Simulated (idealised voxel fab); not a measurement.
Process module in this document: voxel double patterning
It is cross-section cut that appears here, measuring 265 nm in width, its square cells being 5 nm in size.
A cross-section in this document is a grid of square cells, and it is written down as bands, the top band listed before the ones below it; a band is made up of one or more rows of cells.
A band entry consists of two parts. The first gives the height of the band's top and the height of its bottom, in nm. The rest lists the band's materials from left to right, each with its width in nm. A single material labelled with the word "everywhere" fills the band from edge to edge, and the word "empty" marks empty space.
Heads up on the height convention: 0 is the point under which the incoming wafer is all one material, and the lowest band has no bottom, it just keeps going down, like "0..down".
Think of "30..40" as a width that walks from the first number to the second as you go down the band, top row to bottom row, taking equal-sized steps from row to row.
Step marked "nothing got changed"? Then no cell in the cross-section changed in it.
The entry "Sealed voids" lists the empty spaces that cover at least 8 cells and have no open path to the top. Each is written as width x height at distance, where the distance is measured from the left edge and all three values are in nm.
It should be noted that, on the line of a given step, the content following the step's settings is a remark produced by the simulator itself with respect to that step.
overlay nm, on a step with a mask: how far to the right of its planned place the mask lay; to the left if negative
**The steps planned for the process are as follows**
1,RECEIVE, material Si
2,CONFORMAL_DEP, material SiO2, thk nm 5
3,DIRECTIONAL_DEP, material W, thk nm 15
4,DIRECTIONAL_DEP, material SiCN, thk nm 10
5,MASKED_ETCH, tone open, mask id FIRST, width nm 15, pitch nm 50, etch materials SiCN, depth nm 10, overlay nm -15
6,MASKED_ETCH, tone open, mask id SECOND, width nm 15, etch materials SiCN, depth nm 10, overlay nm 0
7,DIRECTIONAL_ETCH, etch materials W, depth nm 15
8,STRIP, etch materials SiCN
Same starting wafers, different overlay nm at step 5. Plan value belongs to the first wafer.
**Received wafers, first of several: cross-section after step 1**
	0..down = Si everywhere
	Sealed voids: none
**Module finished, last step 8 done: cross-section of the first of several wafers**
	20..5 = 85 W  15 empty  25 W  25 empty  115 W
	5..0 = SiO2 everywhere
	0..down = Si everywhere
	Sealed voids: none
**Final wafer of several, shown in cross-section at the end of the module**
	20..5 = 115 W  25 empty  25 W  15 empty  85 W
	5..0 = SiO2 everywhere
	0..down = Si everywhere
	Sealed voids: none
**For your reference, the table is organized with a row per wafer; each row reflects the wafer at the end of the module, indicating for each material the cells gained (+) or lost (-) since receipt, and thereafter its closed voids**
overlay nm -15; +53 SiO2; +135 W; Sealed voids: none
overlay nm -10; +53 SiO2; +132 W; Sealed voids: none
overlay nm -5; +53 SiO2; +132 W; Sealed voids: none
overlay nm 0; +53 SiO2; +132 W; Sealed voids: none
overlay nm 5; +53 SiO2; +132 W; Sealed voids: none
overlay nm 10; +53 SiO2; +132 W; Sealed voids: none
overlay nm 15; +53 SiO2; +135 W; Sealed voids: none
